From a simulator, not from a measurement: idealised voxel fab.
process module | voxel capacitor over wiring
cross-section cut | 275 nm wide | cells 5 nm
A cross-section is a grid of square cells, given in bands from the top down. A band is one or more rows of cells.
Each band's line starts with the height of the band's top and of its bottom, in nm. Then come its materials from left to right, each with its width in nm. One material with "throughout" fills the band from edge to edge. "air" is empty space.
Height 0 is the level under which the wafer as received is all one material. The lowest band goes on downwards, as in "0 down".
A width such as "30 to 40" changes by the same amount from each row of cells to the next, from the band's top row to its bottom row.
"no change" after a step means that no cell of the cross-section changed.
closed voids: empty space of 8 cells or more with no open way to the top, each as width x height at its distance from the left edge, in nm
after a step's settings: what the simulator itself notes on the step
overlay nm, on a step with a mask: how far to the right of its planned place the mask lay; to the left if negative
plan
1 op RECEIVE | material Si
2 op CONFORMAL_DEP | material SiO2 | thk nm 15
3 op DIRECTIONAL_DEP | material TiN | thk nm 5
4 op DIRECTIONAL_DEP | material Ru | thk nm 20
5 op MASKED_ETCH | tone cover | mask id METAL_1 | width nm 20 | pitch nm 90 | etch materials Ru | depth nm 20 | overlay nm 0
6 op MASKED_ETCH | tone cover | mask id METAL_1 | width nm 20 | pitch nm 90 | etch materials TiN | depth nm 5 | overlay nm 0
7 op FILL_DEP | material SiO2 | thk nm 5
8 op CMP | height nm 40
9 op CONFORMAL_DEP | material SiCN | thk nm 5
10 op DIRECTIONAL_DEP | material lowk | thk nm 20
11 op PATTERN | tone open | mask id PLUG_1 | material resist | width nm 15 | thk nm 20 | overlay nm 0
12 op DIRECTIONAL_ETCH | etch materials lowk | depth nm 20
13 op DIRECTIONAL_ETCH | etch materials SiCN | depth nm 5
14 op STRIP | etch materials resist
15 op CONFORMAL_DEP | material TiN | thk nm 5
16 op FILL_DEP | material Cu | thk nm 10
17 op CMP | height nm 65
18 op DIRECTIONAL_DEP | material TiN | thk nm 10
19 op DIRECTIONAL_DEP | material SiN | thk nm 5
20 op DIRECTIONAL_DEP | material TiN | thk nm 5
21 op MASKED_ETCH | tone cover | mask id UPPER_PLATE | width nm 75 | etch materials TiN | depth nm 5 | overlay nm 0
22 op MASKED_ETCH | tone cover | mask id UPPER_PLATE | width nm 75 | etch materials SiN | depth nm 5 | overlay nm 0
23 op MASKED_ETCH | tone cover | mask id LOWER_PLATE | width nm 85 | etch materials TiN | depth nm 10 | overlay nm -15
24 op FILL_DEP | material SiO2 | thk nm 15
25 op CMP | height nm 95
26 op PATTERN | tone open | mask id PLUG_2 | material resist | width nm 15 | thk nm 20 | overlay nm 0
27 op DIRECTIONAL_ETCH | etch materials SiO2 | depth nm 10
28 op STRIP | etch materials resist
29 op CONFORMAL_DEP | material TiN | thk nm 5
30 op FILL_DEP | material W | thk nm 5
31 op CMP | height nm 95
32 op CONFORMAL_DEP | material SiCN | thk nm 5
varied across the wafers: overlay nm of step 23. The plan shows the first wafer's value. All wafers start alike
first wafer as received, after step 1
  0 down: Si throughout
  closed voids: none
each wafer at the end: cells of each material gained (+) or lost (-) since it was received, then its closed voids
overlay nm -15 | +4 Cu | +32 Ru | +107 SiCN | +15 SiN | +658 SiO2 | +75 TiN | +1 W | +208 lowk | closed voids: none
overlay nm -10 | +4 Cu | +32 Ru | +107 SiCN | +15 SiN | +659 SiO2 | +74 TiN | +1 W | +208 lowk | closed voids: none
overlay nm -5 | +4 Cu | +32 Ru | +107 SiCN | +15 SiN | +660 SiO2 | +73 TiN | +1 W | +208 lowk | closed voids: none
overlay nm 0 | +4 Cu | +32 Ru | +107 SiCN | +15 SiN | +660 SiO2 | +73 TiN | +1 W | +208 lowk | closed voids: none
overlay nm 5 | +4 Cu | +32 Ru | +107 SiCN | +15 SiN | +660 SiO2 | +73 TiN | +1 W | +208 lowk | closed voids: none
overlay nm 10 | +4 Cu | +32 Ru | +107 SiCN | +15 SiN | +659 SiO2 | +74 TiN | +1 W | +208 lowk | closed voids: none
overlay nm 15 | +4 Cu | +32 Ru | +107 SiCN | +15 SiN | +658 SiO2 | +75 TiN | +1 W | +208 lowk | closed voids: none
